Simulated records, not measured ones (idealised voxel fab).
Documented hereafter: the process module known as voxel self aligned contacts.
Pictured: cross-section cut, 250 nm wide, on a grid of 5 nm square cells.
Just so we're on the same page, the cross-sections are grids of square cells, and they're listed out in bands top to bottom, each band one or more rows deep.
Top height, bottom height, nm. Materials left to right, width each, nm. Single material + "throughout" = fills band edge to edge. "air" = empty.
Height reference: 0 = level under which incoming wafer is all one material. Lowest band: no bottom, runs on downward, e.g. "top 0, no bottom".
A two-number width, for instance "30..40", indicates that the width is equal to the first number in the top row of the band and to the second number in the bottom row, and that it changes by a constant amount per row of cells.
What does "no change" mean for a step? It means no cell of the cross-section changed in that step.
Enclosed voids (no open way to top), threshold 8 cells or more, entry "Catalogued sealed voids", notation width x height at distance, distance from left edge, nm.
Where a step's line continues beyond its settings, the continuation is a remark by the simulator itself on that step.
"overlay nm" answers the question of how far to the right of plan the mask lay on a step that has a mask, and when it is negative the answer is to the left.
Quick note on how to read the rest: it's all pairs. You get the cross-section before a process step and the one after, but the after one only goes down as far as the lowest band that changed. The step in between, with its settings, sits under the pair. Heads up, the pairs can come from different runs of this module on the same starting wafer, so don't assume a pair picks up from the one above unless its "Pre-process cross-section" entry says it does.

Pre-process cross-section:
> top 0, no bottom | Si throughout
> Catalogued sealed voids: none

Post-Process Section:
> top 0, bottom -5 | SiO2 throughout
> At heights below -5, the structure remains unaltered.
> Catalogued sealed voids: none
The two cross-sections above bracket this step: op OXIDIZE | depth nm 5

Pre-process cross-section: this step begins from the cross-section that the pair just above shows after its step.

Post-Process Section:
> top 25, bottom 0 | polySi throughout
> At heights below 0, the structure remains unaltered.
> Catalogued sealed voids: none
The two cross-sections above bracket this step: op DIRECTIONAL_DEP | material polySi | thk nm 25

Pre-process cross-section: this step begins from the cross-section that the pair just above shows after its step.

Post-Process Section:
> top 45, bottom 25 | SiN throughout
> At heights below 25, the structure remains unaltered.
> Catalogued sealed voids: none
The two cross-sections above bracket this step: op DIRECTIONAL_DEP | material SiN | thk nm 20

Pre-process cross-section: this step begins from the cross-section that the pair just above shows after its step.

Post-Process Section:
> top 45, bottom 25 | 75 air / 25 SiN / 45 air / 25 SiN / 80 air
> At heights below 25, the structure remains unaltered.
> Catalogued sealed voids: none
The two cross-sections above bracket this step: op MASKED_ETCH | tone cover | mask id GATE | width nm 25 | pitch nm 70 | etch materials SiN | depth nm 20 | overlay nm 0

Pre-process cross-section: this step begins from the cross-section that the pair just above shows after its step.

Post-Process Section:
> top 45, bottom 25 | 75 air / 25 SiN / 45 air / 25 SiN / 80 air
> top 25, bottom 0 | 75 air / 25 polySi / 45 air / 25 polySi / 80 air
> At heights below 0, the structure remains unaltered.
> Catalogued sealed voids: none
The two cross-sections above bracket this step: op MASKED_ETCH | tone cover | mask id GATE | width nm 25 | pitch nm 70 | etch materials polySi | depth nm 25 | overlay nm 0

Pre-process cross-section: this step begins from the cross-section that the pair just above shows after its step.

Post-Process Section:
> top 55, bottom 25 | 65 air / 45 SiN / 25 air / 45 SiN / 70 air
> top 25, bottom 10 | 65 air / 10 SiN / 25 polySi / 10 SiN / 25 air / 10 SiN / 25 polySi / 10 SiN / 70 air
> top 10, bottom 0 | 75 SiN / 25 polySi / 45 SiN / 25 polySi / 80 SiN
> At heights below 0, the structure remains unaltered.
> Catalogued sealed voids: none
The two cross-sections above bracket this step: op CONFORMAL_DEP | material SiN | thk nm 10

Pre-process cross-section: this step begins from the cross-section that the pair just above shows after its step.

Post-Process Section:
> top 45, bottom 25 | 65 air / 45 SiN / 25 air / 45 SiN / 70 air
> top 25, bottom 0 | 65 air / 10 SiN / 25 polySi / 10 SiN / 25 air / 10 SiN / 25 polySi / 10 SiN / 70 air
> At heights below 0, the structure remains unaltered.
> Catalogued sealed voids: none
The two cross-sections above bracket this step: op DIRECTIONAL_ETCH | etch materials SiN | depth nm 10

Pre-process cross-section: this step begins from the cross-section that the pair just above shows after its step.

Post-Process Section:
> top 60, bottom 45 | SiO2 throughout
> top 45, bottom 25 | 65 SiO2 / 45 SiN / 25 SiO2 / 45 SiN / 70 SiO2
> top 25, bottom 0 | 65 SiO2 / 10 SiN / 25 polySi / 10 SiN / 25 SiO2 / 10 SiN / 25 polySi / 10 SiN / 70 SiO2
> At heights below 0, the structure remains unaltered.
> Catalogued sealed voids: none
The two cross-sections above bracket this step: op FILL_DEP | material SiO2 | thk nm 15

Pre-process cross-section: this step begins from the cross-section that the pair just above shows after its step.

Post-Process Section:
> top 50, bottom 45 | SiO2 throughout
> At heights below 45, the structure remains unaltered.
> Catalogued sealed voids: none
The two cross-sections above bracket this step: op CMP | height nm 50

Pre-process cross-section: this step begins from the cross-section that the pair just above shows after its step.

Post-Process Section:
> top 70, bottom 50 | 95 resist / 55 air / 100 resist
> At heights below 50, the structure remains unaltered.
> Catalogued sealed voids: none
The two cross-sections above bracket this step: op PATTERN | tone open | mask id CONTACT | material resist | width nm 55 | thk nm 20 | overlay nm 0

Pre-process cross-section: this step begins from the cross-section that the pair just above shows after its step.

Post-Process Section:
> top 70, bottom 50 | 95 resist / 55 air / 100 resist
> top 50, bottom 45 | 95 SiO2 / 55 air / 100 SiO2
> top 45, bottom 25 | 65 SiO2 / 45 SiN / 25 air / 45 SiN / 70 SiO2
> top 25, bottom 0 | 65 SiO2 / 10 SiN / 25 polySi / 10 SiN / 25 air / 10 SiN / 25 polySi / 10 SiN / 70 SiO2
> top 0, bottom -5 | 110 SiO2 / 25 air / 115 SiO2
> At heights below -5, the structure remains unaltered.
> Catalogued sealed voids: none
The two cross-sections above bracket this step: op DIRECTIONAL_ETCH | etch materials SiO2 | depth nm 55

Pre-process cross-section: this step begins from the cross-section that the pair just above shows after its step.

Post-Process Section:
> top 50, bottom 45 | 95 SiO2 / 55 air / 100 SiO2
> At heights below 45, the structure remains unaltered.
> Catalogued sealed voids: none
The two cross-sections above bracket this step: op STRIP | etch materials resist

Pre-process cross-section: this step begins from the cross-section that the pair just above shows after its step.

Post-Process Section:
> top 55, bottom 50 | 100 TiN / 45 air / 105 TiN
> top 50, bottom 45 | 95 SiO2 / 20 TiN / 15 air / 20 TiN / 100 SiO2
> top 45, bottom 25 | 65 SiO2 / 45 SiN / 5 TiN / 15 air / 5 TiN / 45 SiN / 70 SiO2
> top 25, bottom 0 | 65 SiO2 / 10 SiN / 25 polySi / 10 SiN / 5 TiN / 15 air / 5 TiN / 10 SiN / 25 polySi / 10 SiN / 70 SiO2
> top 0, bottom -5 | 110 SiO2 / 25 TiN / 115 SiO2
> At heights below -5, the structure remains unaltered.
> Catalogued sealed voids: none
The two cross-sections above bracket this step: op CONFORMAL_DEP | material TiN | thk nm 5

Pre-process cross-section: this step begins from the cross-section that the pair just above shows after its step.

Post-Process Section:
> top 65, bottom 55 | Ru throughout
> top 55, bottom 50 | 100 TiN / 45 Ru / 105 TiN
> top 50, bottom 45 | 95 SiO2 / 20 TiN / 15 Ru / 20 TiN / 100 SiO2
> top 45, bottom 25 | 65 SiO2 / 45 SiN / 5 TiN / 15 Ru / 5 TiN / 45 SiN / 70 SiO2
> top 25, bottom 0 | 65 SiO2 / 10 SiN / 25 polySi / 10 SiN / 5 TiN / 15 Ru / 5 TiN / 10 SiN / 25 polySi / 10 SiN / 70 SiO2
> At heights below 0, the structure remains unaltered.
> Catalogued sealed voids: none
The two cross-sections above bracket this step: op FILL_DEP | material Ru | thk nm 10

Pre-process cross-section: this step begins from the cross-section that the pair just above shows after its step.

Post-Process Section:
> top 50, bottom 45 | 95 SiO2 / 20 TiN / 15 Ru / 20 TiN / 100 SiO2
> At heights below 45, the structure remains unaltered.
> Catalogued sealed voids: none
The two cross-sections above bracket this step: op CMP | height nm 50

Pre-process cross-section: this step begins from the cross-section that the pair just above shows after its step.

Post-Process Section:
> top 55, bottom 50 | SiN throughout
> At heights below 50, the structure remains unaltered.
> Catalogued sealed voids: none
The two cross-sections above bracket this step: op CONFORMAL_DEP | material SiN | thk nm 5

Pre-process cross-section:
> top 0, no bottom | Si throughout
> Catalogued sealed voids: none

Post-Process Section:
> top 25, bottom 0 | polySi throughout
> At heights below 0, the structure remains unaltered.
> Catalogued sealed voids: none
The two cross-sections above bracket this step: op DIRECTIONAL_DEP | material polySi | thk nm 25

Pre-process cross-section: this step begins from the cross-section that the pair just above shows after its step.

Post-Process Section:
> top 45, bottom 25 | SiN throughout
> At heights below 25, the structure remains unaltered.
> Catalogued sealed voids: none
The two cross-sections above bracket this step: op DIRECTIONAL_DEP | material SiN | thk nm 20

Pre-process cross-section: this step begins from the cross-section that the pair just above shows after its step.

Post-Process Section:
> top 45, bottom 25 | 75 air / 25 SiN / 45 air / 25 SiN / 80 air
> At heights below 25, the structure remains unaltered.
> Catalogued sealed voids: none
The two cross-sections above bracket this step: op MASKED_ETCH | tone cover | mask id GATE | width nm 25 | pitch nm 70 | etch materials SiN | depth nm 20 | overlay nm 0

Pre-process cross-section: this step begins from the cross-section that the pair just above shows after its step.

Post-Process Section:
> top 45, bottom 25 | 75 air / 25 SiN / 45 air / 25 SiN / 80 air
> top 25, bottom 0 | 75 air / 25 polySi / 45 air / 25 polySi / 80 air
> At heights below 0, the structure remains unaltered.
> Catalogued sealed voids: none
The two cross-sections above bracket this step: op MASKED_ETCH | tone cover | mask id GATE | width nm 25 | pitch nm 70 | etch materials polySi | depth nm 25 | overlay nm 0

Pre-process cross-section: this step begins from the cross-section that the pair just above shows after its step.

Post-Process Section:
> top 55, bottom 25 | 65 air / 45 SiN / 25 air / 45 SiN / 70 air
> top 25, bottom 10 | 65 air / 10 SiN / 25 polySi / 10 SiN / 25 air / 10 SiN / 25 polySi / 10 SiN / 70 air
> top 10, bottom 0 | 75 SiN / 25 polySi / 45 SiN / 25 polySi / 80 SiN
> At heights below 0, the structure remains unaltered.
> Catalogued sealed voids: none
The two cross-sections above bracket this step: op CONFORMAL_DEP | material SiN | thk nm 10

Pre-process cross-section: this step begins from the cross-section that the pair just above shows after its step.

Post-Process Section:
> top 45, bottom 25 | 65 air / 45 SiN / 25 air / 45 SiN / 70 air
> top 25, bottom 0 | 65 air / 10 SiN / 25 polySi / 10 SiN / 25 air / 10 SiN / 25 polySi / 10 SiN / 70 air
> At heights below 0, the structure remains unaltered.
> Catalogued sealed voids: none
The two cross-sections above bracket this step: op DIRECTIONAL_ETCH | etch materials SiN | depth nm 10

Pre-process cross-section: this step begins from the cross-section that the pair just above shows after its step.

Post-Process Section:
> top 60, bottom 45 | SiO2 throughout
> top 45, bottom 25 | 65 SiO2 / 45 SiN / 25 SiO2 / 45 SiN / 70 SiO2
> top 25, bottom 0 | 65 SiO2 / 10 SiN / 25 polySi / 10 SiN / 25 SiO2 / 10 SiN / 25 polySi / 10 SiN / 70 SiO2
> At heights below 0, the structure remains unaltered.
> Catalogued sealed voids: none
The two cross-sections above bracket this step: op FILL_DEP | material SiO2 | thk nm 15

Pre-process cross-section: this step begins from the cross-section that the pair just above shows after its step.

Post-Process Section:
> top 50, bottom 45 | SiO2 throughout
> At heights below 45, the structure remains unaltered.
> Catalogued sealed voids: none
The two cross-sections above bracket this step: op CMP | height nm 50

Pre-process cross-section: this step begins from the cross-section that the pair just above shows after its step.

Post-Process Section:
> top 70, bottom 50 | 95 resist / 55 air / 100 resist
> At heights below 50, the structure remains unaltered.
> Catalogued sealed voids: none
The two cross-sections above bracket this step: op PATTERN | tone open | mask id CONTACT | material resist | width nm 55 | thk nm 20 | overlay nm 0

Pre-process cross-section: this step begins from the cross-section that the pair just above shows after its step.

Post-Process Section:
> top 70, bottom 50 | 95 resist / 55 air / 100 resist
> top 50, bottom 45 | 95 SiO2 / 55 air / 100 SiO2
> top 45, bottom 25 | 65 SiO2 / 45 SiN / 25 air / 45 SiN / 70 SiO2
> top 25, bottom 0 | 65 SiO2 / 10 SiN / 25 polySi / 10 SiN / 25 air / 10 SiN / 25 polySi / 10 SiN / 70 SiO2
> At heights below 0, the structure remains unaltered.
> Catalogued sealed voids: none
The two cross-sections above bracket this step: op DIRECTIONAL_ETCH | etch materials SiO2 | depth nm 55

Pre-process cross-section: this step begins from the cross-section that the pair just above shows after its step.

Post-Process Section:
> top 50, bottom 45 | 95 SiO2 / 55 air / 100 SiO2
> At heights below 45, the structure remains unaltered.
> Catalogued sealed voids: none
The two cross-sections above bracket this step: op STRIP | etch materials resist

Pre-process cross-section: this step begins from the cross-section that the pair just above shows after its step.

Post-Process Section:
> top 55, bottom 50 | 100 TiN / 45 air / 105 TiN
> top 50, bottom 45 | 95 SiO2 / 20 TiN / 15 air / 20 TiN / 100 SiO2
> top 45, bottom 25 | 65 SiO2 / 45 SiN / 5 TiN / 15 air / 5 TiN / 45 SiN / 70 SiO2
> top 25, bottom 5 | 65 SiO2 / 10 SiN / 25 polySi / 10 SiN / 5 TiN / 15 air / 5 TiN / 10 SiN / 25 polySi / 10 SiN / 70 SiO2
> top 5, bottom 0 | 65 SiO2 / 10 SiN / 25 polySi / 10 SiN / 25 TiN / 10 SiN / 25 polySi / 10 SiN / 70 SiO2
> At heights below 0, the structure remains unaltered.
> Catalogued sealed voids: none
The two cross-sections above bracket this step: op CONFORMAL_DEP | material TiN | thk nm 5

Pre-process cross-section: this step begins from the cross-section that the pair just above shows after its step.

Post-Process Section:
> top 65, bottom 55 | Ru throughout
> top 55, bottom 50 | 100 TiN / 45 Ru / 105 TiN
> top 50, bottom 45 | 95 SiO2 / 20 TiN / 15 Ru / 20 TiN / 100 SiO2
> top 45, bottom 25 | 65 SiO2 / 45 SiN / 5 TiN / 15 Ru / 5 TiN / 45 SiN / 70 SiO2
> top 25, bottom 5 | 65 SiO2 / 10 SiN / 25 polySi / 10 SiN / 5 TiN / 15 Ru / 5 TiN / 10 SiN / 25 polySi / 10 SiN / 70 SiO2
> At heights below 5, the structure remains unaltered.
> Catalogued sealed voids: none
The two cross-sections above bracket this step: op FILL_DEP | material Ru | thk nm 10

Pre-process cross-section: this step begins from the cross-section that the pair just above shows after its step.

Post-Process Section:
> top 50, bottom 45 | 95 SiO2 / 20 TiN / 15 Ru / 20 TiN / 100 SiO2
> At heights below 45, the structure remains unaltered.
> Catalogued sealed voids: none
The two cross-sections above bracket this step: op CMP | height nm 50

Pre-process cross-section: this step begins from the cross-section that the pair just above shows after its step.

Post-Process Section:
> top 55, bottom 50 | SiN throughout
> At heights below 50, the structure remains unaltered.
> Catalogued sealed voids: none
The two cross-sections above bracket this step: op CONFORMAL_DEP | material SiN | thk nm 5

Pre-process cross-section:
> top 25, bottom 0 | polySi throughout
> top 0, bottom -5 | SiO2 throughout
> top -5, no bottom | Si throughout
> Catalogued sealed voids: none

Post-Process Section:
> top 50, bottom 0 | polySi throughout
> At heights below 0, the structure remains unaltered.
> Catalogued sealed voids: none
The two cross-sections above bracket this step: op DIRECTIONAL_DEP | material polySi | thk nm 25

Pre-process cross-section: this step begins from the cross-section that the pair just above shows after its step.

Post-Process Section:
> top 70, bottom 50 | SiN throughout
> At heights below 50, the structure remains unaltered.
> Catalogued sealed voids: none
The two cross-sections above bracket this step: op DIRECTIONAL_DEP | material SiN | thk nm 20

Pre-process cross-section: this step begins from the cross-section that the pair just above shows after its step.

Post-Process Section:
> top 70, bottom 50 | 75 air / 25 SiN / 45 air / 25 SiN / 80 air
> At heights below 50, the structure remains unaltered.
> Catalogued sealed voids: none
The two cross-sections above bracket this step: op MASKED_ETCH | tone cover | mask id GATE | width nm 25 | pitch nm 70 | etch materials SiN | depth nm 20 | overlay nm 0

Pre-process cross-section: this step begins from the cross-section that the pair just above shows after its step.

Post-Process Section:
> top 70, bottom 50 | 75 air / 25 SiN / 45 air / 25 SiN / 80 air
> top 50, bottom 25 | 75 air / 25 polySi / 45 air / 25 polySi / 80 air
> At heights below 25, the structure remains unaltered.
> Catalogued sealed voids: none
The two cross-sections above bracket this step: op MASKED_ETCH | tone cover | mask id GATE | width nm 25 | pitch nm 70 | etch materials polySi | depth nm 25 | overlay nm 0

Pre-process cross-section: this step begins from the cross-section that the pair just above shows after its step.

Post-Process Section:
> top 80, bottom 50 | 65 air / 45 SiN / 25 air / 45 SiN / 70 air
> top 50, bottom 35 | 65 air / 10 SiN / 25 polySi / 10 SiN / 25 air / 10 SiN / 25 polySi / 10 SiN / 70 air
> top 35, bottom 25 | 75 SiN / 25 polySi / 45 SiN / 25 polySi / 80 SiN
> At heights below 25, the structure remains unaltered.
> Catalogued sealed voids: none
The two cross-sections above bracket this step: op CONFORMAL_DEP | material SiN | thk nm 10

Pre-process cross-section: this step begins from the cross-section that the pair just above shows after its step.

Post-Process Section:
> top 70, bottom 50 | 65 air / 45 SiN / 25 air / 45 SiN / 70 air
> top 50, bottom 25 | 65 air / 10 SiN / 25 polySi / 10 SiN / 25 air / 10 SiN / 25 polySi / 10 SiN / 70 air
> At heights below 25, the structure remains unaltered.
> Catalogued sealed voids: none
The two cross-sections above bracket this step: op DIRECTIONAL_ETCH | etch materials SiN | depth nm 10

Pre-process cross-section: this step begins from the cross-section that the pair just above shows after its step.

Post-Process Section:
> top 85, bottom 70 | SiO2 throughout
> top 70, bottom 50 | 65 SiO2 / 45 SiN / 25 SiO2 / 45 SiN / 70 SiO2
> top 50, bottom 25 | 65 SiO2 / 10 SiN / 25 polySi / 10 SiN / 25 SiO2 / 10 SiN / 25 polySi / 10 SiN / 70 SiO2
> At heights below 25, the structure remains unaltered.
> Catalogued sealed voids: none
The two cross-sections above bracket this step: op FILL_DEP | material SiO2 | thk nm 15

Pre-process cross-section: this step begins from the cross-section that the pair just above shows after its step.

Post-Process Section:
> top 50, bottom 25 | 65 SiO2 / 10 SiN / 25 polySi / 10 SiN / 25 SiO2 / 10 SiN / 25 polySi / 10 SiN / 70 SiO2
> At heights below 25, the structure remains unaltered.
> Catalogued sealed voids: none
The two cross-sections above bracket this step: op CMP | height nm 50

Pre-process cross-section: this step begins from the cross-section that the pair just above shows after its step.

Post-Process Section:
> top 70, bottom 50 | 95 resist / 55 air / 100 resist
> At heights below 50, the structure remains unaltered.
> Catalogued sealed voids: none
The two cross-sections above bracket this step: op PATTERN | tone open | mask id CONTACT | material resist | width nm 55 | thk nm 20 | overlay nm 0

Pre-process cross-section: this step begins from the cross-section that the pair just above shows after its step.

Post-Process Section:
> top 70, bottom 50 | 95 resist / 55 air / 100 resist
> top 50, bottom 25 | 65 SiO2 / 10 SiN / 25 polySi / 10 SiN / 25 air / 10 SiN / 25 polySi / 10 SiN / 70 SiO2
> At heights below 25, the structure remains unaltered.
> Catalogued sealed voids: none
The two cross-sections above bracket this step: op DIRECTIONAL_ETCH | etch materials SiO2 | depth nm 55

Pre-process cross-section: this step begins from the cross-section that the pair just above shows after its step.

Post-Process Section:
> top 50, bottom 25 | 65 SiO2 / 10 SiN / 25 polySi / 10 SiN / 25 air / 10 SiN / 25 polySi / 10 SiN / 70 SiO2
> At heights below 25, the structure remains unaltered.
> Catalogued sealed voids: none
The two cross-sections above bracket this step: op STRIP | etch materials resist

Pre-process cross-section: this step begins from the cross-section that the pair just above shows after its step.

Post-Process Section:
> top 55, bottom 50 | 115 TiN / 15 air / 120 TiN
> top 50, bottom 30 | 65 SiO2 / 10 SiN / 25 polySi / 10 SiN / 5 TiN / 15 air / 5 TiN / 10 SiN / 25 polySi / 10 SiN / 70 SiO2
> top 30, bottom 25 | 65 SiO2 / 10 SiN / 25 polySi / 10 SiN / 25 TiN / 10 SiN / 25 polySi / 10 SiN / 70 SiO2
> At heights below 25, the structure remains unaltered.
> Catalogued sealed voids: none
The two cross-sections above bracket this step: op CONFORMAL_DEP | material TiN | thk nm 5

Pre-process cross-section: this step begins from the cross-section that the pair just above shows after its step.

Post-Process Section:
> top 65, bottom 55 | Ru throughout
> top 55, bottom 50 | 115 TiN / 15 Ru / 120 TiN
> top 50, bottom 30 | 65 SiO2 / 10 SiN / 25 polySi / 10 SiN / 5 TiN / 15 Ru / 5 TiN / 10 SiN / 25 polySi / 10 SiN / 70 SiO2
> At heights below 30, the structure remains unaltered.
> Catalogued sealed voids: none
The two cross-sections above bracket this step: op FILL_DEP | material Ru | thk nm 10

Pre-process cross-section: this step begins from the cross-section that the pair just above shows after its step.

Post-Process Section:
> top 50, bottom 30 | 65 SiO2 / 10 SiN / 25 polySi / 10 SiN / 5 TiN / 15 Ru / 5 TiN / 10 SiN / 25 polySi / 10 SiN / 70 SiO2
> At heights below 30, the structure remains unaltered.
> Catalogued sealed voids: none
The two cross-sections above bracket this step: op CMP | height nm 50

Pre-process cross-section: this step begins from the cross-section that the pair just above shows after its step.

Post-Process Section:
> top 55, bottom 50 | SiN throughout
> At heights below 50, the structure remains unaltered.
> Catalogued sealed voids: none
The two cross-sections above bracket this step: op CONFORMAL_DEP | material SiN | thk nm 5

Pre-process cross-section:
> top 25, bottom 0 | polySi throughout
> top 0, no bottom | Si throughout
> Catalogued sealed voids: none

Post-Process Section:
> top 25, bottom 20 | SiO2 throughout
> At heights below 20, the structure remains unaltered.
> Catalogued sealed voids: none
The two cross-sections above bracket this step: op OXIDIZE | depth nm 5

Pre-process cross-section: this step begins from the cross-section that the pair just above shows after its step.

Post-Process Section:
> top 45, bottom 25 | SiN throughout
> At heights below 25, the structure remains unaltered.
> Catalogued sealed voids: none
The two cross-sections above bracket this step: op DIRECTIONAL_DEP | material SiN | thk nm 20

Pre-process cross-section: this step begins from the cross-section that the pair just above shows after its step.

Post-Process Section:
> top 45, bottom 25 | 75 air / 25 SiN / 45 air / 25 SiN / 80 air
> At heights below 25, the structure remains unaltered.
> Catalogued sealed voids: none
The two cross-sections above bracket this step: op MASKED_ETCH | tone cover | mask id GATE | width nm 25 | pitch nm 70 | etch materials SiN | depth nm 20 | overlay nm 0

Pre-process cross-section: this step begins from the cross-section that the pair just above shows after its step.

Post-Process Section:
> top 55, bottom 35 | 65 air / 45 SiN / 25 air / 45 SiN / 70 air
> top 35, bottom 25 | SiN throughout
> At heights below 25, the structure remains unaltered.
> Catalogued sealed voids: none
The two cross-sections above bracket this step: op CONFORMAL_DEP | material SiN | thk nm 10

Pre-process cross-section: this step begins from the cross-section that the pair just above shows after its step.

Post-Process Section:
> top 45, bottom 25 | 65 air / 45 SiN / 25 air / 45 SiN / 70 air
> At heights below 25, the structure remains unaltered.
> Catalogued sealed voids: none
The two cross-sections above bracket this step: op DIRECTIONAL_ETCH | etch materials SiN | depth nm 10

Pre-process cross-section: this step begins from the cross-section that the pair just above shows after its step.

Post-Process Section:
> top 60, bottom 45 | SiO2 throughout
> top 45, bottom 25 | 65 SiO2 / 45 SiN / 25 SiO2 / 45 SiN / 70 SiO2
> At heights below 25, the structure remains unaltered.
> Catalogued sealed voids: none
The two cross-sections above bracket this step: op FILL_DEP | material SiO2 | thk nm 15

Pre-process cross-section: this step begins from the cross-section that the pair just above shows after its step.

Post-Process Section:
> top 50, bottom 45 | SiO2 throughout
> At heights below 45, the structure remains unaltered.
> Catalogued sealed voids: none
The two cross-sections above bracket this step: op CMP | height nm 50

Pre-process cross-section: this step begins from the cross-section that the pair just above shows after its step.

Post-Process Section:
> top 70, bottom 50 | 95 resist / 55 air / 100 resist
> At heights below 50, the structure remains unaltered.
> Catalogued sealed voids: none
The two cross-sections above bracket this step: op PATTERN | tone open | mask id CONTACT | material resist | width nm 55 | thk nm 20 | overlay nm 0

Pre-process cross-section: this step begins from the cross-section that the pair just above shows after its step.

Post-Process Section:
> top 70, bottom 50 | 95 resist / 55 air / 100 resist
> top 50, bottom 45 | 95 SiO2 / 55 air / 100 SiO2
> top 45, bottom 25 | 65 SiO2 / 45 SiN / 25 air / 45 SiN / 70 SiO2
> top 25, bottom 20 | 110 SiO2 / 25 air / 115 SiO2
> At heights below 20, the structure remains unaltered.
> Catalogued sealed voids: none
The two cross-sections above bracket this step: op DIRECTIONAL_ETCH | etch materials SiO2 | depth nm 55

Pre-process cross-section: this step begins from the cross-section that the pair just above shows after its step.

Post-Process Section:
> top 50, bottom 45 | 95 SiO2 / 55 air / 100 SiO2
> At heights below 45, the structure remains unaltered.
> Catalogued sealed voids: none
The two cross-sections above bracket this step: op STRIP | etch materials resist

Pre-process cross-section: this step begins from the cross-section that the pair just above shows after its step.

Post-Process Section:
> top 55, bottom 50 | 100 TiN / 45 air / 105 TiN
> top 50, bottom 45 | 95 SiO2 / 20 TiN / 15 air / 20 TiN / 100 SiO2
> top 45, bottom 25 | 65 SiO2 / 45 SiN / 5 TiN / 15 air / 5 TiN / 45 SiN / 70 SiO2
> top 25, bottom 20 | 110 SiO2 / 25 TiN / 115 SiO2
> At heights below 20, the structure remains unaltered.
> Catalogued sealed voids: none
The two cross-sections above bracket this step: op CONFORMAL_DEP | material TiN | thk nm 5

Pre-process cross-section: this step begins from the cross-section that the pair just above shows after its step.

Post-Process Section:
> top 65, bottom 55 | Ru throughout
> top 55, bottom 50 | 100 TiN / 45 Ru / 105 TiN
> top 50, bottom 45 | 95 SiO2 / 20 TiN / 15 Ru / 20 TiN / 100 SiO2
> top 45, bottom 25 | 65 SiO2 / 45 SiN / 5 TiN / 15 Ru / 5 TiN / 45 SiN / 70 SiO2
> At heights below 25, the structure remains unaltered.
> Catalogued sealed voids: none
The two cross-sections above bracket this step: op FILL_DEP | material Ru | thk nm 10

Pre-process cross-section: this step begins from the cross-section that the pair just above shows after its step.

Post-Process Section:
> top 50, bottom 45 | 95 SiO2 / 20 TiN / 15 Ru / 20 TiN / 100 SiO2
> At heights below 45, the structure remains unaltered.
> Catalogued sealed voids: none
The two cross-sections above bracket this step: op CMP | height nm 50

Pre-process cross-section: this step begins from the cross-section that the pair just above shows after its step.

Post-Process Section:
> top 55, bottom 50 | SiN throughout
> At heights below 50, the structure remains unaltered.
> Catalogued sealed voids: none
The two cross-sections above bracket this step: op CONFORMAL_DEP | material SiN | thk nm 5

Pre-process cross-section:
> top 0, no bottom | Si throughout
> Catalogued sealed voids: none

Post-Process Section:
> top 0, bottom -15 | SiO2 throughout
> At heights below -15, the structure remains unaltered.
> Catalogued sealed voids: none
The two cross-sections above bracket this step: op OXIDIZE | depth nm 15

Pre-process cross-section: this step begins from the cross-section that the pair just above shows after its step.

Post-Process Section:
> top 25, bottom 0 | polySi throughout
> At heights below 0, the structure remains unaltered.
> Catalogued sealed voids: none
The two cross-sections above bracket this step: op DIRECTIONAL_DEP | material polySi | thk nm 25

Pre-process cross-section: this step begins from the cross-section that the pair just above shows after its step.

Post-Process Section:
> top 45, bottom 25 | SiN throughout
> At heights below 25, the structure remains unaltered.
> Catalogued sealed voids: none
The two cross-sections above bracket this step: op DIRECTIONAL_DEP | material SiN | thk nm 20

Pre-process cross-section: this step begins from the cross-section that the pair just above shows after its step.

Post-Process Section:
> top 45, bottom 25 | 75 air / 25 SiN / 45 air / 25 SiN / 80 air
> At heights below 25, the structure remains unaltered.
> Catalogued sealed voids: none
The two cross-sections above bracket this step: op MASKED_ETCH | tone cover | mask id GATE | width nm 25 | pitch nm 70 | etch materials SiN | depth nm 20 | overlay nm 0

Pre-process cross-section: this step begins from the cross-section that the pair just above shows after its step.

Post-Process Section:
> top 45, bottom 25 | 75 air / 25 SiN / 45 air / 25 SiN / 80 air
> top 25, bottom 0 | 75 air / 25 polySi / 45 air / 25 polySi / 80 air
> At heights below 0, the structure remains unaltered.
> Catalogued sealed voids: none
The two cross-sections above bracket this step: op MASKED_ETCH | tone cover | mask id GATE | width nm 25 | pitch nm 70 | etch materials polySi | depth nm 25 | overlay nm 0

Pre-process cross-section: this step begins from the cross-section that the pair just above shows after its step.

Post-Process Section:
> top 55, bottom 25 | 65 air / 45 SiN / 25 air / 45 SiN / 70 air
> top 25, bottom 10 | 65 air / 10 SiN / 25 polySi / 10 SiN / 25 air / 10 SiN / 25 polySi / 10 SiN / 70 air
> top 10, bottom 0 | 75 SiN / 25 polySi / 45 SiN / 25 polySi / 80 SiN
> At heights below 0, the structure remains unaltered.
> Catalogued sealed voids: none
The two cross-sections above bracket this step: op CONFORMAL_DEP | material SiN | thk nm 10

Pre-process cross-section: this step begins from the cross-section that the pair just above shows after its step.

Post-Process Section:
> top 45, bottom 25 | 65 air / 45 SiN / 25 air / 45 SiN / 70 air
> top 25, bottom 0 | 65 air / 10 SiN / 25 polySi / 10 SiN / 25 air / 10 SiN / 25 polySi / 10 SiN / 70 air
> At heights below 0, the structure remains unaltered.
> Catalogued sealed voids: none
The two cross-sections above bracket this step: op DIRECTIONAL_ETCH | etch materials SiN | depth nm 10

Pre-process cross-section: this step begins from the cross-section that the pair just above shows after its step.

Post-Process Section:
> top 60, bottom 45 | SiO2 throughout
> top 45, bottom 25 | 65 SiO2 / 45 SiN / 25 SiO2 / 45 SiN / 70 SiO2
> top 25, bottom 0 | 65 SiO2 / 10 SiN / 25 polySi / 10 SiN / 25 SiO2 / 10 SiN / 25 polySi / 10 SiN / 70 SiO2
> At heights below 0, the structure remains unaltered.
> Catalogued sealed voids: none
The two cross-sections above bracket this step: op FILL_DEP | material SiO2 | thk nm 15

Pre-process cross-section: this step begins from the cross-section that the pair just above shows after its step.

Post-Process Section:
> top 50, bottom 45 | SiO2 throughout
> At heights below 45, the structure remains unaltered.
> Catalogued sealed voids: none
The two cross-sections above bracket this step: op CMP | height nm 50

Pre-process cross-section: this step begins from the cross-section that the pair just above shows after its step.

Post-Process Section:
> top 70, bottom 50 | 95 resist / 55 air / 100 resist
> At heights below 50, the structure remains unaltered.
> Catalogued sealed voids: none
The two cross-sections above bracket this step: op PATTERN | tone open | mask id CONTACT | material resist | width nm 55 | thk nm 20 | overlay nm 0

Pre-process cross-section: this step begins from the cross-section that the pair just above shows after its step.

Post-Process Section:
> top 70, bottom 50 | 95 resist / 55 air / 100 resist
> top 50, bottom 45 | 95 SiO2 / 55 air / 100 SiO2
> top 45, bottom 25 | 65 SiO2 / 45 SiN / 25 air / 45 SiN / 70 SiO2
> top 25, bottom 0 | 65 SiO2 / 10 SiN / 25 polySi / 10 SiN / 25 air / 10 SiN / 25 polySi / 10 SiN / 70 SiO2
> top 0, bottom -5 | 110 SiO2 / 25 air / 115 SiO2
> At heights below -5, the structure remains unaltered.
> Catalogued sealed voids: none
The two cross-sections above bracket this step: op DIRECTIONAL_ETCH | etch materials SiO2 | depth nm 55
